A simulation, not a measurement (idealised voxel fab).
Process module name: voxel spacer lines
Pictured: cross-section cut, 220 nm wide, on a grid of 5 nm square cells.
Cross-section, as written here: a square-cell grid given band by band from the top down, where a band holds one or more rows of cells.
Heads up on the band format: heights come first, top then bottom, in nm. After that it's the materials left to right, each with its width in nm. A single material flagged "everywhere" fills the whole band edge to edge, and "empty" means there's empty space there.
For the purposes of this specification, 0 denotes the height below which the wafer in its as-received condition is composed wholly of one material, and the lowermost band, lacking a lower limit, extends downward without end, as expressed in "0 -> down".
A two-number width, for instance "30..40", indicates that the width is equal to the first number in the top row of the band and to the second number in the bottom row, and that it changes by a constant amount per row of cells.
"all unchanged", as given for a step, is the statement that not any cell of the cross-section underwent a change during that step.
"Trapped voids" enumerates empty spaces isolated from the top, with no open way to it, that contain at least 8 cells, giving each as width x height at distance from the left edge, all three in nm.
On each step's line, the part that comes after the settings is the simulator's own comment on the step.
The line of a step may include "overlay nm". On a step with a mask, this value is how far to the right of its planned place the mask lay. A negative value means the mask lay to the left.

## Steps in the process plan
step 1: RECEIVE,material Si
step 2: CONFORMAL_DEP,material Al2O3,thk nm 5
step 3: DIRECTIONAL_DEP,material TiN,thk nm 20
step 4: DIRECTIONAL_DEP,material polySi,thk nm 20
step 5: PATTERN,tone cover,mask id MANDREL,material resist,width nm 15,pitch nm 60,thk nm 25,overlay nm -15
step 6: DIRECTIONAL_ETCH,etch materials polySi,depth nm 20
step 7: STRIP,etch materials resist
step 8: CONFORMAL_DEP,material SiN,thk nm 15
step 9: DIRECTIONAL_ETCH,etch materials SiN,depth nm 15
step 10: STRIP,etch materials polySi
step 11: DIRECTIONAL_ETCH,etch materials TiN,depth nm 20
step 12: STRIP,etch materials SiN
Split variable: overlay nm, step 5. Plan value = first wafer. Wafers start alike.

## Cut through the first of several wafers as received, post step 1
  0 -> down = Si everywhere
  Trapped voids: none

## The first of several wafers, seen in cross-section after the module's last step, step 12
  25 -> 5 = empty=40, then TiN=15, then empty=15, then TiN=15, then empty=15, then TiN=15, then empty=15, then TiN=15, then empty=75
  5 -> 0 = Al2O3 everywhere
  0 -> down = Si everywhere
  Trapped voids: none

## Last wafer x-sec, end of module
  25 -> 5 = empty=70, then TiN=15, then empty=15, then TiN=15, then empty=15, then TiN=15, then empty=15, then TiN=15, then empty=45
  5 -> 0 = Al2O3 everywhere
  0 -> down = Si everywhere
  Trapped voids: none

## Each row below is a wafer at the end of the module, listing for every material the number of cells it has gained (+) or lost (-) since it was received, followed by its closed voids
overlay nm -15 | +44 Al2O3 | +48 TiN | Trapped voids: none
overlay nm -10 | +44 Al2O3 | +48 TiN | Trapped voids: none
overlay nm -5 | +44 Al2O3 | +48 TiN | Trapped voids: none
overlay nm 0 | +44 Al2O3 | +48 TiN | Trapped voids: none
overlay nm 5 | +44 Al2O3 | +48 TiN | Trapped voids: none
overlay nm 10 | +44 Al2O3 | +48 TiN | Trapped voids: none
overlay nm 15 | +44 Al2O3 | +48 TiN | Trapped voids: none
